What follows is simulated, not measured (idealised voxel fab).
Name of the process module below: voxel double patterning
Shown is cross-section cut, with a width of 255 nm and square cells of size 5 nm.
When this document writes out a cross-section, it uses a grid of square cells and lists it as bands, beginning at the top and moving down, with a band standing for one or more rows of cells.
This entry defines a band. It first specifies the height of the band's top and the height of its bottom in nm, and then specifies the band's materials from left to right, stating each material with its width in nm. The word "full width" identifies a single material that fills the band from edge to edge, while the word "blank" identifies empty space.
Beneath 0, the wafer as received is one material, and that level is where height counting begins. The lowest band goes on downward without a bottom; it is written like "0 and below".
Top row gets the first number, bottom row gets the second, and each row in between changes by the same step: that is how a band width like "30->40" works.
When a step is marked "remained the same", none of the cells in the cross-section changed during that step.
If an empty space has no open way to the top and is at least 8 cells in size, "Sealed internal voids" lists it, written width x height at distance, where distance is measured from the left edge and every value is in nm.
Note: text after step settings on the step line = simulator remark on that step.
overlay nm: right-of-plan distance of the mask on a masked step; negative values mean left-of-plan.
# So here's the lineup of process steps we planned
1,RECEIVE | material Si
2,CONFORMAL_DEP | material SiO2 | thk nm 10
3,DIRECTIONAL_DEP | material polySi | thk nm 15
4,DIRECTIONAL_DEP | material SiCN | thk nm 5
5,PATTERN | tone open | mask id FIRST | material resist | width nm 15 | pitch nm 50 | thk nm 15 | overlay nm 0
6,DIRECTIONAL_ETCH | etch materials SiCN | depth nm 5
7,STRIP | etch materials resist
8,MASKED_ETCH | tone open | mask id SECOND | width nm 15 | etch materials SiCN | depth nm 5 | overlay nm 0
9,DIRECTIONAL_ETCH | etch materials polySi | depth nm 15
10,STRIP | etch materials SiCN
# The cross-section here shows the wafer as received, i.e. in its state after step 1
> 0 and below | Si full width
> Sealed internal voids: none
# first wafer at the end, as planned
> 25 down to 10 | polySi (95), then blank (15), then polySi (10), then blank (15), then polySi (10), then blank (15), then polySi (95)
> 10 down to 0 | SiO2 full width
> 0 and below | Si full width
> Sealed internal voids: none
# Second wafer cross-section at end of module - shared start and plan with the first, one mistake in the run
> 25 down to 0 | SiO2 full width
> 0 and below | Si full width
> Sealed internal voids: none
what went wrong: off-plan run, step 3, actual operation and settings DIRECTIONAL_DEP | material SiO2 | thk nm 15
Heads up, by the end the second wafer has more or fewer cells of some materials compared to the first: SiO2 +153, polySi -126
